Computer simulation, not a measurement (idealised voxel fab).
The following is a process module called voxel self aligned contacts.
Cross-section cut: width 300 nm, square cells of 5 nm.
Throughout this document, each cross-section is represented as a grid of square cells and is presented as a sequence of bands enumerated from the top downward, where a band comprises one or more rows of cells. The entry gives the band's vertical extent as a top height and a bottom height in nm, then its horizontal make-up as materials from left to right, each with a width in nm. "empty" stands for empty space; a single material marked "edge to edge" fills the band edge to edge. The level at which height equals 0 is the one under which the wafer, as it arrives, is entirely one material. No lower edge exists for the bottom band, which continues downward and is notated as in "0 and below". The width entry "30..40" should be interpreted row by row: the top row of cells in the band takes the first number, the bottom row takes the second number, and the change between adjacent rows is uniform throughout. "changes: none" (step): cross-section cells unchanged, all of them. "Closed-off voids" enumerates empty spaces isolated from the top, with no open way to it, that contain at least 8 cells, giving each as width x height at distance from the left edge, all three in nm. Anything after a step's settings on that line? It's the simulator's own note about the step. The "overlay nm" setting may appear on a step's line; for a step that uses a mask, it gives how far to the right of its planned position the mask lay, and a negative value indicates the left.
Intended process steps:
step 1: RECEIVE | material Si
step 2: OXIDIZE | depth nm 5
step 3: DIRECTIONAL_DEP | material polySi | thk nm 25
step 4: DIRECTIONAL_DEP | material SiN | thk nm 25
step 5: DIRECTIONAL_DEP | material aC | thk nm 10
step 6: PATTERN | tone cover | mask id GATE | material resist | width nm 35 | pitch nm 80 | thk nm 25 | overlay nm 0
step 7: DIRECTIONAL_ETCH | etch materials aC | depth nm 10
step 8: STRIP | etch materials resist
step 9: DIRECTIONAL_ETCH | etch materials SiN | depth nm 25
step 10: DIRECTIONAL_ETCH | etch materials polySi | depth nm 25
step 11: STRIP | etch materials aC
step 12: CONFORMAL_DEP | material SiN | thk nm 10
step 13: DIRECTIONAL_ETCH | etch materials SiN | depth nm 10
step 14: FILL_DEP | material SiO2 | thk nm 15
step 15: CMP | height nm 60
step 16: DIRECTIONAL_DEP | material aC | thk nm 10
step 17: PATTERN | tone open | mask id CONTACT | material resist | width nm 65 | pitch nm 80 | thk nm 25 | overlay nm 0
step 18: DIRECTIONAL_ETCH | etch materials aC | depth nm 10
step 19: STRIP | etch materials resist
step 20: DIRECTIONAL_ETCH | etch materials SiO2 | depth nm 65
step 21: STRIP | etch materials aC
step 22: CONFORMAL_DEP | material TiN | thk nm 5
step 23: FILL_DEP | material Ru | thk nm 10
step 24: CMP | height nm 60
step 25: CONFORMAL_DEP | material SiN | thk nm 5
Run as planned: first of two wafers:
Delivered wafer in cross-section: state after step 1:
> 0 and below: Si edge to edge
> Closed-off voids: none
After step 2, in cross-section:
> 0 down to -5: SiO2 edge to edge
> Under -5: no change, same as before.
After step 3, in cross-section:
> 25 down to 0: polySi edge to edge
> Under 0: no change, same as before.
After step 4, in cross-section:
> 50 down to 25: SiN edge to edge
> Under 25: no change, same as before.
After step 5, in cross-section:
> 60 down to 50: aC edge to edge
> Under 50: no change, same as before.
After step 6, in cross-section:
> 85 down to 60: empty (50); resist (35); empty (45); resist (35); empty (45); resist (35); empty (55)
> Under 60: no change, same as before.
After step 7, in cross-section:
> 75 down to 60: empty (50); resist (35); empty (45); resist (35); empty (45); resist (35); empty (55)
> 60 down to 50: empty (50); aC (35); empty (45); aC (35); empty (45); aC (35); empty (55)
> Under 50: no change, same as before.
After step 8, in cross-section:
> 60 down to 50: empty (50); aC (35); empty (45); aC (35); empty (45); aC (35); empty (55)
> Under 50: no change, same as before.
After step 9, in cross-section:
> 60 down to 50: empty (50); aC (35); empty (45); aC (35); empty (45); aC (35); empty (55)
> 50 down to 25: empty (50); SiN (35); empty (45); SiN (35); empty (45); SiN (35); empty (55)
> Under 25: no change, same as before.
After step 10, in cross-section:
> 60 down to 50: empty (50); aC (35); empty (45); aC (35); empty (45); aC (35); empty (55)
> 50 down to 25: empty (50); SiN (35); empty (45); SiN (35); empty (45); SiN (35); empty (55)
> 25 down to 0: empty (50); polySi (35); empty (45); polySi (35); empty (45); polySi (35); empty (55)
> Under 0: no change, same as before.
After step 11, in cross-section:
> 50 down to 25: empty (50); SiN (35); empty (45); SiN (35); empty (45); SiN (35); empty (55)
> Under 25: no change, same as before.
After step 12, in cross-section:
> 60 down to 25: empty (40); SiN (55); empty (25); SiN (55); empty (25); SiN (55); empty (45)
> 25 down to 10: empty (40); SiN (10); polySi (35); SiN (10); empty (25); SiN (10); polySi (35); SiN (10); empty (25); SiN (10); polySi (35); SiN (10); empty (45)
> 10 down to 0: SiN (50); polySi (35); SiN (45); polySi (35); SiN (45); polySi (35); SiN (55)
> Under 0: no change, same as before.
After step 13, in cross-section:
> 50 down to 25: empty (40); SiN (55); empty (25); SiN (55); empty (25); SiN (55); empty (45)
> 25 down to 0: empty (40); SiN (10); polySi (35); SiN (10); empty (25); SiN (10); polySi (35); SiN (10); empty (25); SiN (10); polySi (35); SiN (10); empty (45)
> Under 0: no change, same as before.
After step 14, in cross-section:
> 65 down to 50: SiO2 edge to edge
> 50 down to 25: SiO2 (40); SiN (55); SiO2 (25); SiN (55); SiO2 (25); SiN (55); SiO2 (45)
> 25 down to 0: SiO2 (40); SiN (10); polySi (35); SiN (10); SiO2 (25); SiN (10); polySi (35); SiN (10); SiO2 (25); SiN (10); polySi (35); SiN (10); SiO2 (45)
> Under 0: no change, same as before.
After step 15, in cross-section:
> 60 down to 50: SiO2 edge to edge
> Under 50: no change, same as before.
After step 16, in cross-section:
> 70 down to 60: aC edge to edge
> Under 60: no change, same as before.
After step 17, in cross-section:
> 95 down to 70: resist (75); empty (65); resist (15); empty (65); resist (80)
> Under 70: no change, same as before.
After step 18, in cross-section:
> 85 down to 70: resist (75); empty (65); resist (15); empty (65); resist (80)
> 70 down to 60: aC (75); empty (65); aC (15); empty (65); aC (80)
> Under 60: no change, same as before.
After step 19, in cross-section:
> 70 down to 60: aC (75); empty (65); aC (15); empty (65); aC (80)
> Under 60: no change, same as before.
After step 20, in cross-section:
> 70 down to 60: aC (75); empty (65); aC (15); empty (65); aC (80)
> 60 down to 50: SiO2 (75); empty (65); SiO2 (15); empty (65); SiO2 (80)
> 50 down to 25: SiO2 (40); SiN (55); empty (25); SiN (55); empty (25); SiN (55); SiO2 (45)
> 25 down to 0: SiO2 (40); SiN (10); polySi (35); SiN (10); empty (25); SiN (10); polySi (35); SiN (10); empty (25); SiN (10); polySi (35); SiN (10); SiO2 (45)
> 0 down to -5: SiO2 (95); empty (25); SiO2 (55); empty (25); SiO2 (100)
> Under -5: no change, same as before.
After step 21, in cross-section:
> 60 down to 50: SiO2 (75); empty (65); SiO2 (15); empty (65); SiO2 (80)
> Under 50: no change, same as before.
After step 22, in cross-section:
> 65 down to 60: TiN (80); empty (55); TiN (25); empty (55); TiN (85)
> 60 down to 50: SiO2 (75); TiN (5..25); empty (55..15); TiN (5..25); SiO2 (15); TiN (5..25); empty (55..15); TiN (5..25); SiO2 (80)
> 50 down to 25: SiO2 (40); SiN (55); TiN (5); empty (15); TiN (5); SiN (55); TiN (5); empty (15); TiN (5); SiN (55); SiO2 (45)
> 25 down to 0: SiO2 (40); SiN (10); polySi (35); SiN (10); TiN (5); empty (15); TiN (5); SiN (10); polySi (35); SiN (10); TiN (5); empty (15); TiN (5); SiN (10); polySi (35); SiN (10); SiO2 (45)
> 0 down to -5: SiO2 (95); TiN (25); SiO2 (55); TiN (25); SiO2 (100)
> Under -5: no change, same as before.
After step 23, in cross-section:
> 75 down to 65: Ru edge to edge
> 65 down to 60: TiN (80); Ru (55); TiN (25); Ru (55); TiN (85)
> 60 down to 50: SiO2 (75); TiN (5..25); Ru (55..15); TiN (5..25); SiO2 (15); TiN (5..25); Ru (55..15); TiN (5..25); SiO2 (80)
> 50 down to 25: SiO2 (40); SiN (55); TiN (5); Ru (15); TiN (5); SiN (55); TiN (5); Ru (15); TiN (5); SiN (55); SiO2 (45)
> 25 down to 0: SiO2 (40); SiN (10); polySi (35); SiN (10); TiN (5); Ru (15); TiN (5); SiN (10); polySi (35); SiN (10); TiN (5); Ru (15); TiN (5); SiN (10); polySi (35); SiN (10); SiO2 (45)
> Under 0: no change, same as before.
After step 24, in cross-section:
> 60 down to 50: SiO2 (75); TiN (5..25); Ru (55..15); TiN (5..25); SiO2 (15); TiN (5..25); Ru (55..15); TiN (5..25); SiO2 (80)
> Under 50: no change, same as before.
After step 25, in cross-section:
> 65 down to 60: SiN edge to edge
> Under 60: no change, same as before.
Here the second wafer is described. Its start and its plan were those of the first wafer. Its run contained one mistake. Up to and including step 24, it did exactly what the first wafer did:
Cross-sectional view of the second wafer at the intended end time of process step 25:
> 65 down to 60: aC edge to edge
> Under 60: no change, same as before.
Here's what went sideways: step 25 did not use the planned setting and instead ran as CONFORMAL_DEP | material aC | thk nm 5
Counted in cells at the end, the second wafer holds more or fewer of these materials than the first: 60 fewer of SiN | 60 more of aC
